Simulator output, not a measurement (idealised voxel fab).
Name of the process module below: voxel self aligned contacts
Square cell edge 5 nm, section width 265 nm, ID cut.
Just so we're on the same page, the cross-sections are grids of square cells, and they're listed out in bands top to bottom, each band one or more rows deep.
What a band's entry tells you: where the top is and where the bottom is, as heights in nm, and after that what lies inside, material by material from left to right, each with its width in nm. Empty space is written as the word "empty", and a single material marked with the word "everywhere" occupies the band from edge to edge.
All heights in this document are referenced to 0, defined as the level beneath which the wafer, as received, consists entirely of one material. The lowest band is not bounded below; it extends indefinitely downward and is written in the form "z 0 and below".
Graded width ("30 to 40"): value in top row of band = first number; value in bottom row = second number; row-to-row change constant.
The designation "everything unchanged", where it is given for a processing step, indicates that no cell of the cross-section was altered in the course of that step.
Look at "Closed internal cavities" for the closed voids: empty spaces with no open path to the top, sized 8 cells or up. Each is width x height at distance, distance from the left edge, all nm.
Whatever follows a step's settings on its line is a remark the simulator itself makes about that step.
For masked steps, "overlay nm" on the step line gives how far right of plan the mask actually lay; a minus sign means it lay to the left.
**The following list gives the planned process steps**
1 RECEIVE,material Si
2 OXIDIZE,depth nm 5
3 DIRECTIONAL_DEP,material polySi,thk nm 30
4 DIRECTIONAL_DEP,material SiN,thk nm 15
5 PATTERN,tone cover,mask id GATE,material resist,width nm 25,pitch nm 60,thk nm 20,overlay nm 0
6 DIRECTIONAL_ETCH,etch materials SiN,depth nm 15
7 DIRECTIONAL_ETCH,etch materials polySi,depth nm 30
8 STRIP,etch materials resist
9 CONFORMAL_DEP,material SiN,thk nm 5
10 DIRECTIONAL_ETCH,etch materials SiN,depth nm 5
11 FILL_DEP,material SiO2,thk nm 15
12 CMP,height nm 55
13 MASKED_ETCH,tone open,mask id CONTACT,width nm 45,pitch nm 60,etch materials SiO2,depth nm 60,overlay nm 0
14 CONFORMAL_DEP,material TiN,thk nm 5
15 FILL_DEP,material Ru,thk nm 5
16 CMP,height nm 55
17 CONFORMAL_DEP,material SiCN,thk nm 5
**Cross-sectional view of the wafer in its as-received condition, corresponding to the state after step 1**
* z 0 and below | Si everywhere
* Closed internal cavities: none
**Sectioned view, first of two wafers, at the close of the module, processed as intended in the plan**
* z 60 to 55 | SiCN everywhere
* z 55 to 45 | 80 of SiO2 / 5 to 15 of TiN / 35 to 15 of Ru / 5 to 15 of TiN / 15 of SiO2 / 5 to 15 of TiN / 35 to 15 of Ru / 5 to 15 of TiN / 80 of SiO2
* z 45 to 30 | 55 of SiO2 / 35 of SiN / 5 of TiN / 15 of Ru / 5 of TiN / 35 of SiN / 5 of TiN / 15 of Ru / 5 of TiN / 35 of SiN / 55 of SiO2
* z 30 to 0 | 55 of SiO2 / 5 of SiN / 25 of polySi / 5 of SiN / 5 of TiN / 15 of Ru / 5 of TiN / 5 of SiN / 25 of polySi / 5 of SiN / 5 of TiN / 15 of Ru / 5 of TiN / 5 of SiN / 25 of polySi / 5 of SiN / 55 of SiO2
* z 0 to -5 | 90 of SiO2 / 25 of TiN / 35 of SiO2 / 25 of TiN / 90 of SiO2
* z -5 and below | Si everywhere
* Closed internal cavities: none
**Second wafer of the two, sectioned at the end of the module. It began like the first and followed the same plan, but one mistake was made while running it**
* z 60 to 55 | SiCN everywhere
* z 55 to 45 | 80 of SiO2 / 5 to 25 of TiN / 35 to 15 of Ru / 5 of TiN / 15 of SiO2 / 5 to 25 of TiN / 35 to 15 of Ru / 5 of TiN / 80 of SiO2
* z 45 to 30 | 65 of SiO2 / 35 of SiN / 5 of TiN / 15 of Ru / 5 of TiN / 35 of SiN / 5 of TiN / 15 of Ru / 5 of TiN / 35 of SiN / 45 of SiO2
* z 30 to 0 | 65 of SiO2 / 5 of SiN / 25 of polySi / 5 of SiN / 5 of TiN / 15 of Ru / 5 of TiN / 5 of SiN / 25 of polySi / 5 of SiN / 5 of TiN / 15 of Ru / 5 of TiN / 5 of SiN / 25 of polySi / 5 of SiN / 45 of SiO2
* z 0 to -5 | 100 of SiO2 / 25 of TiN / 35 of SiO2 / 25 of TiN / 80 of SiO2
* z -5 and below | Si everywhere
* Closed internal cavities: none
What broke from the plan during processing? step 5: run off-plan, actual operation and settings PATTERN,tone cover,mask id GATE,material resist,width nm 25,pitch nm 60,thk nm 20,overlay nm 10
If you tally the cells, the second wafer ends up with the same amount of every material as the first; it's all just sitting in different places.
